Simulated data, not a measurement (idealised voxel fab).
Herein follows the process module entitled voxel ribs on slabs.
cross-section cut | 200 nm wide | cells 5 nm
Each cross-section below is a grid of square cells, stated as bands in top-down order, with one or more rows of cells making up each band.
Per band: top height and bottom height in nm, followed by the left-to-right materials and their widths in nm; "throughout" marks a single material spanning edge to edge, "empty" marks empty space.
Height 0 is the level under which the wafer as received is all one material. The lowest band goes on downwards, as in "0 nm and below".
It should be noted that a width expressed as "30->40" varies in equal increments from row to row of cells within the band, taking the value of the first number at the top row and that of the second number at the bottom row.
Any step labelled "no modifications" changed none of the cells in the cross-section.
"Completely sealed voids" enumerates empty spaces isolated from the top, with no open way to it, that contain at least 8 cells, giving each as width x height at distance from the left edge, all three in nm.
Heads up: the bit after the settings on a step's line is the simulator's remark on that step.
overlay nm: how far to the right of its planned place the mask lay on this masked step (negative: to the left).
So here's the lineup of process steps we planned
1: RECEIVE,material Si
2: DIRECTIONAL_DEP,material SiO2,thk nm 30
3: DIRECTIONAL_DEP,material SiN,thk nm 25
4: MASKED_ETCH,tone cover,mask id RIB,width nm 20,etch materials SiN,depth nm 5,overlay nm 0
5: PATTERN,tone cover,mask id SLAB,material resist,width nm 80,thk nm 20,overlay nm 0
6: DIRECTIONAL_ETCH,etch materials SiN,depth nm 20
7: STRIP,etch materials resist
8: FILL_DEP,material SiO2,thk nm 15
9: CMP,height nm 65
10: DIRECTIONAL_DEP,material TiN,thk nm 10
11: MASKED_ETCH,tone cover,mask id HEATER,width nm 30,etch materials TiN,depth nm 10,overlay nm 0
12: CONFORMAL_DEP,material SiN,thk nm 10
Cross-section of the wafer as it came to us, i.e., already through step 1
> 0 nm and below  Si throughout
> Completely sealed voids: none
The following cross-section depicts the wafer upon conclusion of the module. Processing commenced from the starting condition illustrated above and adhered to the plan illustrated above, save for one mistake in execution
> 85 nm to 75 nm  75 of empty / 50 of SiN / 75 of empty
> 75 nm to 65 nm  85 of SiN / 30 of TiN / 85 of SiN
> 65 nm to 55 nm  60 of SiO2 / 80 of SiN / 60 of SiO2
> 55 nm to 30 nm  SiN throughout
> 30 nm to 0 nm  SiO2 throughout
> 0 nm and below  Si throughout
> Completely sealed voids: none
So what did we get wrong on this run? twice over, step 3 of the plan was run
